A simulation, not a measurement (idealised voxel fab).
The process module that follows is named voxel transistor to metal.
We display cut, a cross-section 185 nm in width whose square cells are each 5 nm.
Throughout this document, each cross-section is represented as a grid of square cells and is presented as a sequence of bands enumerated from the top downward, where a band comprises one or more rows of cells. Band: top and bottom heights (nm) first, top before bottom; then materials from left to right, widths in nm. "edge to edge" marks a sole material filling the band edge to edge. "empty" denotes empty space. Heads up on the height convention: 0 is the point under which the incoming wafer is all one material, and the lowest band has no bottom, it just keeps going down, like "0 nm and below". Think of "30->40" as a width that walks from the first number to the second as you go down the band, top row to bottom row, taking equal-sized steps from row to row. Any step labelled "all unchanged" changed none of the cells in the cross-section. "Listed closed voids": empty spaces of 8 cells or more with no open way to the top, each given as width x height at distance, distance from the left edge, all in nm. Heads up: the bit after the settings on a step's line is the simulator's remark on that step. When a step includes a mask, the "overlay nm" setting on its line states how far to the right of its planned place that mask lay, and negative values state how far to the left.

INTENDED PROCESS STEPS
1) RECEIVE with material Si
2) CONFORMAL_DEP with material SiO2, thk nm 5
3) CONFORMAL_DEP with material SiN, thk nm 10
4) PATTERN with tone cover, mask id ACTIVE, material resist, width nm 85, thk nm 20, overlay nm 0
5) DIRECTIONAL_ETCH with etch materials SiN, depth nm 10
6) DIRECTIONAL_ETCH with etch materials SiO2, depth nm 5
7) DIRECTIONAL_ETCH with etch materials Si, depth nm 20
8) STRIP with etch materials resist
9) OXIDIZE with depth nm 5
10) FILL_DEP with material SiO2, thk nm 15
11) CMP with height nm 15
12) SELECTIVE_ETCH with etch materials SiO2, depth nm 5
13) STRIP with etch materials SiN
14) SELECTIVE_ETCH with etch materials SiO2, depth nm 5
15) OXIDIZE with depth nm 5
16) DIRECTIONAL_DEP with material polySi, thk nm 25
17) DIRECTIONAL_DEP with material SiCN, thk nm 15
18) DIRECTIONAL_DEP with material aC, thk nm 10
19) PATTERN with tone cover, mask id GATE, material resist, width nm 15, thk nm 25, overlay nm 0
20) DIRECTIONAL_ETCH with etch materials aC, depth nm 10
21) STRIP with etch materials resist
22) DIRECTIONAL_ETCH with etch materials SiCN, depth nm 25
23) DIRECTIONAL_ETCH with etch materials polySi, depth nm 35
24) STRIP with etch materials aC
25) CONFORMAL_DEP with material SiN, thk nm 10
26) DIRECTIONAL_ETCH with etch materials SiN, depth nm 10
27) DIRECTIONAL_ETCH with etch materials SiO2, depth nm 5
28) EPI with material SiGe, thk nm 5
29) FILL_DEP with material SiO2, thk nm 10
30) CMP with height nm 40
31) DIRECTIONAL_DEP with material SiO2, thk nm 15
32) MASKED_ETCH with tone open, mask id CONTACT, width nm 15, pitch nm 60, etch materials SiO2, depth nm 55, overlay nm 0
33) CONFORMAL_DEP with material TiN, thk nm 5
34) FILL_DEP with material W, thk nm 5
35) CMP with height nm 55
36) CONFORMAL_DEP with material SiCN, thk nm 5
37) DIRECTIONAL_DEP with material SiO2, thk nm 20
38) PATTERN with tone open, mask id METAL_1, material resist, width nm 15, pitch nm 60, thk nm 15, overlay nm 0
39) DIRECTIONAL_ETCH with etch materials SiO2, depth nm 20
40) DIRECTIONAL_ETCH with etch materials SiCN, depth nm 5
41) STRIP with etch materials resist
42) CONFORMAL_DEP with material TiN, thk nm 5
43) FILL_DEP with material Cu, thk nm 5
44) CMP with height nm 80
45) CONFORMAL_DEP with material SiN, thk nm 5

ACCOUNT OF THE FIRST OF TWO WAFERS, WHICH WAS PROCESSED AS INTENDED

WAFER AS RECEIVED: CROSS-SECTION FOLLOWING STEP 1
	0 nm and below | Si edge to edge
	Listed closed voids: none

UPON COMPLETION OF STEP 2, THE WAFER APPEARS IN CROSS-SECTION AS SHOWN
	5 nm to 0 nm | SiO2 edge to edge
	All layers under 0 are left as they were.

UPON COMPLETION OF STEP 3, THE WAFER APPEARS IN CROSS-SECTION AS SHOWN
	15 nm to 5 nm | SiN edge to edge
	All layers under 5 are left as they were.

UPON COMPLETION OF STEP 4, THE WAFER APPEARS IN CROSS-SECTION AS SHOWN
	35 nm to 15 nm | empty 50 nm, then resist 85 nm, then empty 50 nm
	All layers under 15 are left as they were.

UPON COMPLETION OF STEP 5, THE WAFER APPEARS IN CROSS-SECTION AS SHOWN
	35 nm to 15 nm | empty 50 nm, then resist 85 nm, then empty 50 nm
	15 nm to 5 nm | empty 50 nm, then SiN 85 nm, then empty 50 nm
	All layers under 5 are left as they were.

UPON COMPLETION OF STEP 6, THE WAFER APPEARS IN CROSS-SECTION AS SHOWN
	35 nm to 15 nm | empty 50 nm, then resist 85 nm, then empty 50 nm
	15 nm to 5 nm | empty 50 nm, then SiN 85 nm, then empty 50 nm
	5 nm to 0 nm | empty 50 nm, then SiO2 85 nm, then empty 50 nm
	All layers under 0 are left as they were.

UPON COMPLETION OF STEP 7, THE WAFER APPEARS IN CROSS-SECTION AS SHOWN
	35 nm to 15 nm | empty 50 nm, then resist 85 nm, then empty 50 nm
	15 nm to 5 nm | empty 50 nm, then SiN 85 nm, then empty 50 nm
	5 nm to 0 nm | empty 50 nm, then SiO2 85 nm, then empty 50 nm
	0 nm to -20 nm | empty 50 nm, then Si 85 nm, then empty 50 nm
	All layers under -20 are left as they were.

UPON COMPLETION OF STEP 8, THE WAFER APPEARS IN CROSS-SECTION AS SHOWN
	15 nm to 5 nm | empty 50 nm, then SiN 85 nm, then empty 50 nm
	All layers under 5 are left as they were.

UPON COMPLETION OF STEP 9, THE WAFER APPEARS IN CROSS-SECTION AS SHOWN
	15 nm to 5 nm | empty 50 nm, then SiN 85 nm, then empty 50 nm
	5 nm to 0 nm | empty 50 nm, then SiO2 85 nm, then empty 50 nm
	0 nm to -20 nm | empty 50 nm, then SiO2 5 nm, then Si 75 nm, then SiO2 5 nm, then empty 50 nm
	-20 nm to -25 nm | SiO2 55 nm, then Si 75 nm, then SiO2 55 nm
	All layers under -25 are left as they were.

UPON COMPLETION OF STEP 10, THE WAFER APPEARS IN CROSS-SECTION AS SHOWN
	30 nm to 15 nm | SiO2 edge to edge
	15 nm to 5 nm | SiO2 50 nm, then SiN 85 nm, then SiO2 50 nm
	5 nm to 0 nm | SiO2 edge to edge
	0 nm to -25 nm | SiO2 55 nm, then Si 75 nm, then SiO2 55 nm
	All layers under -25 are left as they were.

UPON COMPLETION OF STEP 11, THE WAFER APPEARS IN CROSS-SECTION AS SHOWN
	15 nm to 5 nm | SiO2 50 nm, then SiN 85 nm, then SiO2 50 nm
	All layers under 5 are left as they were.

UPON COMPLETION OF STEP 12, THE WAFER APPEARS IN CROSS-SECTION AS SHOWN
	15 nm to 10 nm | empty 50 nm, then SiN 85 nm, then empty 50 nm
	All layers under 10 are left as they were.

UPON COMPLETION OF STEP 13, THE WAFER APPEARS IN CROSS-SECTION AS SHOWN
	10 nm to 5 nm | SiO2 50 nm, then empty 85 nm, then SiO2 50 nm
	All layers under 5 are left as they were.

UPON COMPLETION OF STEP 14, THE WAFER APPEARS IN CROSS-SECTION AS SHOWN
	5 nm to 0 nm | SiO2 45 nm, then empty 95 nm, then SiO2 45 nm
	All layers under 0 are left as they were.

UPON COMPLETION OF STEP 15, THE WAFER APPEARS IN CROSS-SECTION AS SHOWN
	5 nm to 0 nm | SiO2 45 nm, then empty 95 nm, then SiO2 45 nm
	0 nm to -5 nm | SiO2 edge to edge
	All layers under -5 are left as they were.

UPON COMPLETION OF STEP 16, THE WAFER APPEARS IN CROSS-SECTION AS SHOWN
	30 nm to 25 nm | polySi 45 nm, then empty 95 nm, then polySi 45 nm
	25 nm to 5 nm | polySi edge to edge
	5 nm to 0 nm | SiO2 45 nm, then polySi 95 nm, then SiO2 45 nm
	All layers under 0 are left as they were.

UPON COMPLETION OF STEP 17, THE WAFER APPEARS IN CROSS-SECTION AS SHOWN
	45 nm to 40 nm | SiCN 45 nm, then empty 95 nm, then SiCN 45 nm
	40 nm to 30 nm | SiCN edge to edge
	30 nm to 25 nm | polySi 45 nm, then SiCN 95 nm, then polySi 45 nm
	All layers under 25 are left as they were.

UPON COMPLETION OF STEP 18, THE WAFER APPEARS IN CROSS-SECTION AS SHOWN
	55 nm to 50 nm | aC 45 nm, then empty 95 nm, then aC 45 nm
	50 nm to 45 nm | aC edge to edge
	45 nm to 40 nm | SiCN 45 nm, then aC 95 nm, then SiCN 45 nm
	All layers under 40 are left as they were.

UPON COMPLETION OF STEP 19, THE WAFER APPEARS IN CROSS-SECTION AS SHOWN
	80 nm to 55 nm | empty 85 nm, then resist 15 nm, then empty 85 nm
	55 nm to 50 nm | aC 45 nm, then empty 40 nm, then resist 15 nm, then empty 40 nm, then aC 45 nm
	All layers under 50 are left as they were.

UPON COMPLETION OF STEP 20, THE WAFER APPEARS IN CROSS-SECTION AS SHOWN
	70 nm to 50 nm | empty 85 nm, then resist 15 nm, then empty 85 nm
	50 nm to 45 nm | empty 85 nm, then aC 15 nm, then empty 85 nm
	45 nm to 40 nm | SiCN 45 nm, then empty 40 nm, then aC 15 nm, then empty 40 nm, then SiCN 45 nm
	All layers under 40 are left as they were.

UPON COMPLETION OF STEP 21, THE WAFER APPEARS IN CROSS-SECTION AS SHOWN
	50 nm to 45 nm | empty 85 nm, then aC 15 nm, then empty 85 nm
	All layers under 45 are left as they were.

UPON COMPLETION OF STEP 22, THE WAFER APPEARS IN CROSS-SECTION AS SHOWN
	50 nm to 40 nm | empty 85 nm, then aC 15 nm, then empty 85 nm
	40 nm to 30 nm | empty 85 nm, then SiCN 15 nm, then empty 85 nm
	30 nm to 25 nm | polySi 45 nm, then empty 40 nm, then SiCN 15 nm, then empty 40 nm, then polySi 45 nm
	All layers under 25 are left as they were.

UPON COMPLETION OF STEP 23, THE WAFER APPEARS IN CROSS-SECTION AS SHOWN
	50 nm to 40 nm | empty 85 nm, then aC 15 nm, then empty 85 nm
	40 nm to 25 nm | empty 85 nm, then SiCN 15 nm, then empty 85 nm
	25 nm to 5 nm | empty 85 nm, then polySi 15 nm, then empty 85 nm
	5 nm to 0 nm | SiO2 45 nm, then empty 40 nm, then polySi 15 nm, then empty 40 nm, then SiO2 45 nm
	All layers under 0 are left as they were.

UPON COMPLETION OF STEP 24, THE WAFER APPEARS IN CROSS-SECTION AS SHOWN
	40 nm to 25 nm | empty 85 nm, then SiCN 15 nm, then empty 85 nm
	All layers under 25 are left as they were.

UPON COMPLETION OF STEP 25, THE WAFER APPEARS IN CROSS-SECTION AS SHOWN
	50 nm to 40 nm | empty 75 nm, then SiN 35 nm, then empty 75 nm
	40 nm to 25 nm | empty 75 nm, then SiN 10 nm, then SiCN 15 nm, then SiN 10 nm, then empty 75 nm
	25 nm to 15 nm | empty 75 nm, then SiN 10 nm, then polySi 15 nm, then SiN 10 nm, then empty 75 nm
	15 nm to 10 nm | SiN 55 nm, then empty 20 nm, then SiN 10 nm, then polySi 15 nm, then SiN 10 nm, then empty 20 nm, then SiN 55 nm
	10 nm to 5 nm | SiN 85 nm, then polySi 15 nm, then SiN 85 nm
	5 nm to 0 nm | SiO2 45 nm, then SiN 40 nm, then polySi 15 nm, then SiN 40 nm, then SiO2 45 nm
	All layers under 0 are left as they were.

UPON COMPLETION OF STEP 26, THE WAFER APPEARS IN CROSS-SECTION AS SHOWN
	40 nm to 25 nm | empty 75 nm, then SiN 10 nm, then SiCN 15 nm, then SiN 10 nm, then empty 75 nm
	25 nm to 5 nm | empty 75 nm, then SiN 10 nm, then polySi 15 nm, then SiN 10 nm, then empty 75 nm
	5 nm to 0 nm | SiO2 45 nm, then SiN 10 nm, then empty 20 nm, then SiN 10 nm, then polySi 15 nm, then SiN 10 nm, then empty 20 nm, then SiN 10 nm, then SiO2 45 nm
	All layers under 0 are left as they were.

UPON COMPLETION OF STEP 27, THE WAFER APPEARS IN CROSS-SECTION AS SHOWN
	40 nm to 25 nm | empty 75 nm, then SiN 10 nm, then SiCN 15 nm, then SiN 10 nm, then empty 75 nm
	25 nm to 5 nm | empty 75 nm, then SiN 10 nm, then polySi 15 nm, then SiN 10 nm, then empty 75 nm
	5 nm to 0 nm | empty 45 nm, then SiN 10 nm, then empty 20 nm, then SiN 10 nm, then polySi 15 nm, then SiN 10 nm, then empty 20 nm, then SiN 10 nm, then empty 45 nm
	0 nm to -5 nm | SiO2 55 nm, then empty 20 nm, then SiO2 35 nm, then empty 20 nm, then SiO2 55 nm
	All layers under -5 are left as they were.

UPON COMPLETION OF STEP 28, THE WAFER APPEARS IN CROSS-SECTION AS SHOWN
	40 nm to 25 nm | empty 75 nm, then SiN 10 nm, then SiCN 15 nm, then SiN 10 nm, then empty 75 nm
	25 nm to 5 nm | empty 75 nm, then SiN 10 nm, then polySi 15 nm, then SiN 10 nm, then empty 75 nm
	5 nm to 0 nm | empty 45 nm, then SiN 10 nm, then empty 20 nm, then SiN 10 nm, then polySi 15 nm, then SiN 10 nm, then empty 20 nm, then SiN 10 nm, then empty 45 nm
	0 nm to -5 nm | SiO2 55 nm, then SiGe 20 nm, then SiO2 35 nm, then SiGe 20 nm, then SiO2 55 nm
	All layers under -5 are left as they were.

UPON COMPLETION OF STEP 29, THE WAFER APPEARS IN CROSS-SECTION AS SHOWN
	50 nm to 40 nm | SiO2 edge to edge
	40 nm to 25 nm | SiO2 75 nm, then SiN 10 nm, then SiCN 15 nm, then SiN 10 nm, then SiO2 75 nm
	25 nm to 5 nm | SiO2 75 nm, then SiN 10 nm, then polySi 15 nm, then SiN 10 nm, then SiO2 75 nm
	5 nm to 0 nm | SiO2 45 nm, then SiN 10 nm, then SiO2 20 nm, then SiN 10 nm, then polySi 15 nm, then SiN 10 nm, then SiO2 20 nm, then SiN 10 nm, then SiO2 45 nm
	All layers under 0 are left as they were.

UPON COMPLETION OF STEP 30, THE WAFER APPEARS IN CROSS-SECTION AS SHOWN
	40 nm to 25 nm | SiO2 75 nm, then SiN 10 nm, then SiCN 15 nm, then SiN 10 nm, then SiO2 75 nm
	All layers under 25 are left as they were.

UPON COMPLETION OF STEP 31, THE WAFER APPEARS IN CROSS-SECTION AS SHOWN
	55 nm to 40 nm | SiO2 edge to edge
	All layers under 40 are left as they were.

UPON COMPLETION OF STEP 32, THE WAFER APPEARS IN CROSS-SECTION AS SHOWN
	55 nm to 40 nm | SiO2 55 nm, then empty 15 nm, then SiO2 45 nm, then empty 15 nm, then SiO2 55 nm
	40 nm to 25 nm | SiO2 55 nm, then empty 15 nm, then SiO2 5 nm, then SiN 10 nm, then SiCN 15 nm, then SiN 10 nm, then SiO2 5 nm, then empty 15 nm, then SiO2 55 nm
	25 nm to 5 nm | SiO2 55 nm, then empty 15 nm, then SiO2 5 nm, then SiN 10 nm, then polySi 15 nm, then SiN 10 nm, then SiO2 5 nm, then empty 15 nm, then SiO2 55 nm
	5 nm to 0 nm | SiO2 45 nm, then SiN 10 nm, then empty 15 nm, then SiO2 5 nm, then SiN 10 nm, then polySi 15 nm, then SiN 10 nm, then SiO2 5 nm, then empty 15 nm, then SiN 10 nm, then SiO2 45 nm
	All layers under 0 are left as they were.

UPON COMPLETION OF STEP 33, THE WAFER APPEARS IN CROSS-SECTION AS SHOWN
	60 nm to 55 nm | TiN 60 nm, then empty 5 nm, then TiN 55 nm, then empty 5 nm, then TiN 60 nm
	55 nm to 40 nm | SiO2 55 nm, then TiN 5 nm, then empty 5 nm, then TiN 5 nm, then SiO2 45 nm, then TiN 5 nm, then empty 5 nm, then TiN 5 nm, then SiO2 55 nm
	40 nm to 25 nm | SiO2 55 nm, then TiN 5 nm, then empty 5 nm, then TiN 5 nm, then SiO2 5 nm, then SiN 10 nm, then SiCN 15 nm, then SiN 10 nm, then SiO2 5 nm, then TiN 5 nm, then empty 5 nm, then TiN 5 nm, then SiO2 55 nm
	25 nm to 5 nm | SiO2 55 nm, then TiN 5 nm, then empty 5 nm, then TiN 5 nm, then SiO2 5 nm, then SiN 10 nm, then polySi 15 nm, then SiN 10 nm, then SiO2 5 nm, then TiN 5 nm, then empty 5 nm, then TiN 5 nm, then SiO2 55 nm
	5 nm to 0 nm | SiO2 45 nm, then SiN 10 nm, then TiN 15 nm, then SiO2 5 nm, then SiN 10 nm, then polySi 15 nm, then SiN 10 nm, then SiO2 5 nm, then TiN 15 nm, then SiN 10 nm, then SiO2 45 nm
	All layers under 0 are left as they were.

UPON COMPLETION OF STEP 34, THE WAFER APPEARS IN CROSS-SECTION AS SHOWN
	65 nm to 60 nm | W edge to edge
	60 nm to 55 nm | TiN 60 nm, then W 5 nm, then TiN 55 nm, then W 5 nm, then TiN 60 nm
	55 nm to 40 nm | SiO2 55 nm, then TiN 5 nm, then W 5 nm, then TiN 5 nm, then SiO2 45 nm, then TiN 5 nm, then W 5 nm, then TiN 5 nm, then SiO2 55 nm
	40 nm to 25 nm | SiO2 55 nm, then TiN 5 nm, then W 5 nm, then TiN 5 nm, then SiO2 5 nm, then SiN 10 nm, then SiCN 15 nm, then SiN 10 nm, then SiO2 5 nm, then TiN 5 nm, then W 5 nm, then TiN 5 nm, then SiO2 55 nm
	25 nm to 5 nm | SiO2 55 nm, then TiN 5 nm, then W 5 nm, then TiN 5 nm, then SiO2 5 nm, then SiN 10 nm, then polySi 15 nm, then SiN 10 nm, then SiO2 5 nm, then TiN 5 nm, then W 5 nm, then TiN 5 nm, then SiO2 55 nm
	All layers under 5 are left as they were.

UPON COMPLETION OF STEP 35, THE WAFER APPEARS IN CROSS-SECTION AS SHOWN
	55 nm to 40 nm | SiO2 55 nm, then TiN 5 nm, then W 5 nm, then TiN 5 nm, then SiO2 45 nm, then TiN 5 nm, then W 5 nm, then TiN 5 nm, then SiO2 55 nm
	All layers under 40 are left as they were.

UPON COMPLETION OF STEP 36, THE WAFER APPEARS IN CROSS-SECTION AS SHOWN
	60 nm to 55 nm | SiCN edge to edge
	All layers under 55 are left as they were.

UPON COMPLETION OF STEP 37, THE WAFER APPEARS IN CROSS-SECTION AS SHOWN
	80 nm to 60 nm | SiO2 edge to edge
	All layers under 60 are left as they were.

UPON COMPLETION OF STEP 38, THE WAFER APPEARS IN CROSS-SECTION AS SHOWN
	95 nm to 80 nm | resist 55 nm, then empty 15 nm, then resist 45 nm, then empty 15 nm, then resist 55 nm
	All layers under 80 are left as they were.

UPON COMPLETION OF STEP 39, THE WAFER APPEARS IN CROSS-SECTION AS SHOWN
	95 nm to 80 nm | resist 55 nm, then empty 15 nm, then resist 45 nm, then empty 15 nm, then resist 55 nm
	80 nm to 60 nm | SiO2 55 nm, then empty 15 nm, then SiO2 45 nm, then empty 15 nm, then SiO2 55 nm
	All layers under 60 are left as they were.

UPON COMPLETION OF STEP 40, THE WAFER APPEARS IN CROSS-SECTION AS SHOWN
	95 nm to 80 nm | resist 55 nm, then empty 15 nm, then resist 45 nm, then empty 15 nm, then resist 55 nm
	80 nm to 60 nm | SiO2 55 nm, then empty 15 nm, then SiO2 45 nm, then empty 15 nm, then SiO2 55 nm
	60 nm to 55 nm | SiCN 55 nm, then empty 15 nm, then SiCN 45 nm, then empty 15 nm, then SiCN 55 nm
	All layers under 55 are left as they were.

UPON COMPLETION OF STEP 41, THE WAFER APPEARS IN CROSS-SECTION AS SHOWN
	80 nm to 60 nm | SiO2 55 nm, then empty 15 nm, then SiO2 45 nm, then empty 15 nm, then SiO2 55 nm
	All layers under 60 are left as they were.

UPON COMPLETION OF STEP 42, THE WAFER APPEARS IN CROSS-SECTION AS SHOWN
	85 nm to 80 nm | TiN 60 nm, then empty 5 nm, then TiN 55 nm, then empty 5 nm, then TiN 60 nm
	80 nm to 60 nm | SiO2 55 nm, then TiN 5 nm, then empty 5 nm, then TiN 5 nm, then SiO2 45 nm, then TiN 5 nm, then empty 5 nm, then TiN 5 nm, then SiO2 55 nm
	60 nm to 55 nm | SiCN 55 nm, then TiN 15 nm, then SiCN 45 nm, then TiN 15 nm, then SiCN 55 nm
	All layers under 55 are left as they were.

UPON COMPLETION OF STEP 43, THE WAFER APPEARS IN CROSS-SECTION AS SHOWN
	90 nm to 85 nm | Cu edge to edge
	85 nm to 80 nm | TiN 60 nm, then Cu 5 nm, then TiN 55 nm, then Cu 5 nm, then TiN 60 nm
	80 nm to 60 nm | SiO2 55 nm, then TiN 5 nm, then Cu 5 nm, then TiN 5 nm, then SiO2 45 nm, then TiN 5 nm, then Cu 5 nm, then TiN 5 nm, then SiO2 55 nm
	All layers under 60 are left as they were.

UPON COMPLETION OF STEP 44, THE WAFER APPEARS IN CROSS-SECTION AS SHOWN
	80 nm to 60 nm | SiO2 55 nm, then TiN 5 nm, then Cu 5 nm, then TiN 5 nm, then SiO2 45 nm, then TiN 5 nm, then Cu 5 nm, then TiN 5 nm, then SiO2 55 nm
	All layers under 60 are left as they were.

UPON COMPLETION OF STEP 45, THE WAFER APPEARS IN CROSS-SECTION AS SHOWN
	85 nm to 80 nm | SiN edge to edge
	All layers under 80 are left as they were.

SECOND WAFER - SHARED START AND PLAN WITH THE FIRST - ONE ERROR IN RUNNING - SAME AS THE FIRST UP TO STEP 35 INCLUSIVE

THE SECOND WAFER IN CROSS-SECTION, AT THE PLANNED CLOSE OF STEP 36
	75 nm to 55 nm | SiO2 edge to edge
	All layers under 55 are left as they were.

THE SECOND WAFER IN CROSS-SECTION, AT THE PLANNED CLOSE OF STEP 37
	80 nm to 75 nm | SiCN edge to edge
	All layers under 75 are left as they were.

THE SECOND WAFER IN CROSS-SECTION, AT THE PLANNED CLOSE OF STEP 38
	95 nm to 80 nm | resist 55 nm, then empty 15 nm, then resist 45 nm, then empty 15 nm, then resist 55 nm
	All layers under 80 are left as they were.

The second wafer in cross-section, at the planned close of step 39: all unchanged

THE SECOND WAFER IN CROSS-SECTION, AT THE PLANNED CLOSE OF STEP 40
	95 nm to 80 nm | resist 55 nm, then empty 15 nm, then resist 45 nm, then empty 15 nm, then resist 55 nm
	80 nm to 75 nm | SiCN 55 nm, then empty 15 nm, then SiCN 45 nm, then empty 15 nm, then SiCN 55 nm
	All layers under 75 are left as they were.

THE SECOND WAFER IN CROSS-SECTION, AT THE PLANNED CLOSE OF STEP 41
	80 nm to 75 nm | SiCN 55 nm, then empty 15 nm, then SiCN 45 nm, then empty 15 nm, then SiCN 55 nm
	All layers under 75 are left as they were.

THE SECOND WAFER IN CROSS-SECTION, AT THE PLANNED CLOSE OF STEP 42
	85 nm to 80 nm | TiN 60 nm, then empty 5 nm, then TiN 55 nm, then empty 5 nm, then TiN 60 nm
	80 nm to 75 nm | SiCN 55 nm, then TiN 15 nm, then SiCN 45 nm, then TiN 15 nm, then SiCN 55 nm
	All layers under 75 are left as they were.

THE SECOND WAFER IN CROSS-SECTION, AT THE PLANNED CLOSE OF STEP 43
	90 nm to 85 nm | Cu edge to edge
	85 nm to 80 nm | TiN 60 nm, then Cu 5 nm, then TiN 55 nm, then Cu 5 nm, then TiN 60 nm
	All layers under 80 are left as they were.

THE SECOND WAFER IN CROSS-SECTION, AT THE PLANNED CLOSE OF STEP 44
	80 nm to 75 nm | SiCN 55 nm, then TiN 15 nm, then SiCN 45 nm, then TiN 15 nm, then SiCN 55 nm
	All layers under 75 are left as they were.

THE SECOND WAFER IN CROSS-SECTION, AT THE PLANNED CLOSE OF STEP 45
	85 nm to 80 nm | SiN edge to edge
	All layers under 80 are left as they were.
The plan and the run diverged here: so 36 and 37 got swapped relative to the plan, each ran where the other was supposed to
End of process, cell counts, second wafer against first, materials with more or fewer: 8 fewer of Cu, 24 more of SiO2, 16 fewer of TiN
